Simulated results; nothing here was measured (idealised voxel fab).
process module | voxel local oxidation
cross-section cut | 290 nm wide | cells 5 nm
A cross-section is a grid of square cells, given in bands from the top down. A band is one or more rows of cells.
Each band's line starts with the height of the band's top and of its bottom, in nm. Then come its materials from left to right, each with its width in nm. One material with "throughout" fills the band from edge to edge. "air" is empty space.
Height 0 is the level under which the wafer as received is all one material. The lowest band goes on downwards, as in "0 down".
A width such as "30 to 40" changes by the same amount from each row of cells to the next, from the band's top row to its bottom row.
"no change" after a step means that no cell of the cross-section changed.
closed voids: empty space of 8 cells or more with no open way to the top, each as width x height at its distance from the left edge, in nm
after a step's settings: what the simulator itself notes on the step
overlay nm, on a step with a mask: how far to the right of its planned place the mask lay; to the left if negative
plan
1 op RECEIVE | material Si
2 op CONFORMAL_DEP | material SiO2 | thk nm 5
3 op CONFORMAL_DEP | material SiN | thk nm 15
4 op MASKED_ETCH | tone cover | mask id ACTIVE | width nm 90 | pitch nm 130 | etch materials SiN | depth nm 15 | overlay nm 0
5 op SELECTIVE_ETCH | etch materials SiO2 | depth nm 5
6 op OXIDIZE | depth nm 15
7 op STRIP | etch materials SiN
varied across the wafers: depth nm of step 5. The plan shows the first wafer's value. All wafers start alike
first wafer as received, after step 1
  0 down: Si throughout
  closed voids: none
each wafer at the end: cells of each material gained (+) or lost (-) since it was received, then its closed voids
depth nm 5 | -114 Si | +146 SiO2 | closed voids: none
depth nm 10 | -126 Si | +154 SiO2 | closed voids: none
depth nm 15 | -138 Si | +162 SiO2 | closed voids: none
depth nm 20 | -150 Si | +170 SiO2 | closed voids: none
